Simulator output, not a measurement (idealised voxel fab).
process module | voxel fin reveal
cross-section cut | 260 nm wide | cells 5 nm
A cross-section is a grid of square cells, given in bands from the top down. A band is one or more rows of cells.
Each band's line starts with the height of the band's top and of its bottom, in nm. Then come its materials from left to right, each with its width in nm. One material with "throughout" fills the band from edge to edge. "air" is empty space.
Height 0 is the level under which the wafer as received is all one material. The lowest band goes on downwards, as in "0 down".
A width such as "30 to 40" changes by the same amount from each row of cells to the next, from the band's top row to its bottom row.
"no change" after a step means that no cell of the cross-section changed.
closed voids: empty space of 8 cells or more with no open way to the top, each as width x height at its distance from the left edge, in nm
after a step's settings: what the simulator itself notes on the step
overlay nm, on a step with a mask: how far to the right of its planned place the mask lay; to the left if negative
plan
1 op RECEIVE | material Si
2 op CONFORMAL_DEP | material SiN | thk nm 5
3 op DIRECTIONAL_DEP | material aC | thk nm 10
4 op PATTERN | tone cover | mask id FINS | material resist | width nm 15 | pitch nm 35 | thk nm 25 | overlay nm 0
5 op DIRECTIONAL_ETCH | etch materials aC | depth nm 10
6 op STRIP | etch materials resist
7 op DIRECTIONAL_ETCH | etch materials SiN | depth nm 5
8 op DIRECTIONAL_ETCH | etch materials Si | depth nm 35
9 op STRIP | etch materials aC
10 op FILL_DEP | material SiO2 | thk nm 5
11 op CMP | height nm 5
12 op SELECTIVE_ETCH | etch materials SiO2 | depth nm 25
13 op STRIP | etch materials SiN
14 op CONFORMAL_DEP | material HfO2 | thk nm 5
as received, after step 1
  0 down: Si throughout
  closed voids: none
first wafer at the end, as planned
  5 to 0: air 65 | HfO2 25 | air 10 | HfO2 25 | air 10 | HfO2 25 | air 10 | HfO2 25 | air 65
  0 to -15: air 65 | HfO2 5 | Si 15 | HfO2 5 | air 10 | HfO2 5 | Si 15 | HfO2 5 | air 10 | HfO2 5 | Si 15 | HfO2 5 | air 10 | HfO2 5 | Si 15 | HfO2 5 | air 65
  -15 to -20: HfO2 70 | Si 15 | HfO2 20 | Si 15 | HfO2 20 | Si 15 | HfO2 20 | Si 15 | HfO2 70
  -20 to -35: SiO2 70 | Si 15 | SiO2 20 | Si 15 | SiO2 20 | Si 15 | SiO2 20 | Si 15 | SiO2 70
  -35 down: Si throughout
  closed voids: none
second wafer at the end: like start, like plan, one mistake
  5 to 0: HfO2 75 | air 5 | HfO2 30 | air 5 | HfO2 30 | air 5 | HfO2 30 | air 5 | HfO2 75
  0 to -15: Si 70 | HfO2 5 | air 5 | HfO2 5 | Si 20 | HfO2 5 | air 5 | HfO2 5 | Si 20 | HfO2 5 | air 5 | HfO2 5 | Si 20 | HfO2 5 | air 5 | HfO2 5 | Si 70
  -15 to -20: Si 70 | HfO2 15 | Si 20 | HfO2 15 | Si 20 | HfO2 15 | Si 20 | HfO2 15 | Si 70
  -20 to -35: Si 70 | SiO2 15 | Si 20 | SiO2 15 | Si 20 | SiO2 15 | Si 20 | SiO2 15 | Si 70
  -35 down: Si throughout
  closed voids: none
what went wrong: step 4 ran as: op PATTERN | tone open | mask id FINS | material resist | width nm 15 | pitch nm 35 | thk nm 25 | overlay nm 0
at the end the second wafer has, in cells: 196 more of Si | 84 fewer of SiO2
